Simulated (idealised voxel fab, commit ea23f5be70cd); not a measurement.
process module | voxel gate over fins
cross-section cut | 240 nm wide | cells 5 nm
A cross-section is a grid of square cells, given in bands from the top down. A band is one or more rows of cells.
Each band's line starts with the height of the band's top and of its bottom, in nm. Then come its materials from left to right, each with its width in nm. One material with "throughout" fills the band from edge to edge. "air" is empty space.
Height 0 is the level under which the wafer as received is all one material. The lowest band goes on downwards, as in "0 down".
A width such as "30 to 40" changes by the same amount from each row of cells to the next, from the band's top row to its bottom row.
"no change" after a step means that no cell of the cross-section changed.
closed voids: empty space of 8 cells or more with no open way to the top, each as width x height at its distance from the left edge, in nm
after a step's settings: what the simulator itself notes on the step
overlay nm, on a step with a mask: how far to the right of its planned place the mask lay; to the left if negative
plan
1 op RECEIVE | material Si
2 op CONFORMAL_DEP | material SiN | thk nm 10
3 op MASKED_ETCH | tone cover | mask id FINS | width nm 15 | pitch nm 55 | etch materials SiN | depth nm 10 | overlay nm 0
4 op MASKED_ETCH | tone cover | mask id FINS | width nm 15 | pitch nm 55 | etch materials Si | depth nm 30 | overlay nm 0
5 op FILL_DEP | material SiO2 | thk nm 10
6 op CMP | height nm 10
7 op PATTERN | tone open | mask id RAIL | material resist | width nm 15 | thk nm 20 | overlay nm 0
8 op DIRECTIONAL_ETCH | etch materials SiO2 | depth nm 35
9 op STRIP | etch materials resist
10 op CONFORMAL_DEP | material TiN | thk nm 5
11 op FILL_DEP | material Ru | thk nm 5
12 op CMP | height nm 10
13 op SELECTIVE_ETCH | etch materials W Ru TiN | depth nm 30
14 op FILL_DEP | material SiO2 | thk nm 5
15 op CMP | height nm 10
16 op SELECTIVE_ETCH | etch materials SiO2 | depth nm 20
17 op STRIP | etch materials SiN
18 op CONFORMAL_DEP | material HfO2 | thk nm 5
19 op CONFORMAL_DEP | material TiN | thk nm 5
20 op FILL_DEP | material W | thk nm 10
21 op CMP | height nm 15
22 op CONFORMAL_DEP | material SiCN | thk nm 10
as received, after step 1
  0 down: Si throughout
  closed voids: none
first wafer at the end, as planned
  25 to 15: SiCN throughout
  15 to 10: W throughout
  10 to 5: W 45 | TiN 35 | W 20 | TiN 35 | W 20 | TiN 35 | W 50
  5 to 0: W 45 | TiN 5 | HfO2 25 | TiN 5 | W 20 | TiN 5 | HfO2 25 | TiN 5 | W 20 | TiN 5 | HfO2 25 | TiN 5 | W 50
  0 to -5: TiN 50 | HfO2 5 | Si 15 | HfO2 5 | TiN 30 | HfO2 5 | Si 15 | HfO2 5 | TiN 30 | HfO2 5 | Si 15 | HfO2 5 | TiN 55
  -5 to -10: HfO2 55 | Si 15 | HfO2 40 | Si 15 | HfO2 40 | Si 15 | HfO2 60
  -10 to -20: SiO2 55 | Si 15 | SiO2 40 | Si 15 | SiO2 40 | Si 15 | SiO2 60
  -20 to -25: SiO2 55 | Si 15 | SiO2 10 | TiN 15 | SiO2 15 | Si 15 | SiO2 40 | Si 15 | SiO2 60
  -25 to -30: SiO2 55 | Si 15 | SiO2 40 | Si 15 | SiO2 40 | Si 15 | SiO2 60
  -30 down: Si throughout
  closed voids: none
second wafer at the end: like start, like plan, one mistake
  25 to 15: SiCN throughout
  15 to 10: W throughout
  10 to 5: W 45 | TiN 35 | W 20 | TiN 35 | W 20 | TiN 35 | W 50
  5 to 0: W 45 | TiN 5 | HfO2 25 | TiN 5 | W 20 | TiN 5 | HfO2 25 | TiN 5 | W 20 | TiN 5 | HfO2 25 | TiN 5 | W 50
  0 to -10: W 45 | TiN 5 | HfO2 5 | Si 15 | HfO2 5 | TiN 5 | W 20 | TiN 5 | HfO2 5 | Si 15 | HfO2 5 | TiN 5 | W 20 | TiN 5 | HfO2 5 | Si 15 | HfO2 5 | TiN 5 | W 50
  -10 to -20: W 45 | TiN 5 | HfO2 5 | Si 15 | HfO2 5 to 30 | TiN 30 to 5 | HfO2 5 | Si 15 | HfO2 5 | TiN 5 | W 20 | TiN 5 | HfO2 5 | Si 15 | HfO2 5 | TiN 5 | W 50
  -20 to -25: TiN 50 | HfO2 5 | Si 15 | HfO2 10 | TiN 15 | HfO2 5 | TiN 5 | HfO2 5 | Si 15 | HfO2 5 | TiN 30 | HfO2 5 | Si 15 | HfO2 5 | TiN 55
  -25 to -30: HfO2 55 | Si 15 | HfO2 15 | SiO2 5 | HfO2 20 | Si 15 | HfO2 40 | Si 15 | HfO2 60
  -30 down: Si throughout
  closed voids: none
what went wrong: step 16 was run twice
at the end the second wafer has, in cells: 30 more of HfO2 | 152 fewer of SiO2 | 22 more of TiN | 100 more of W
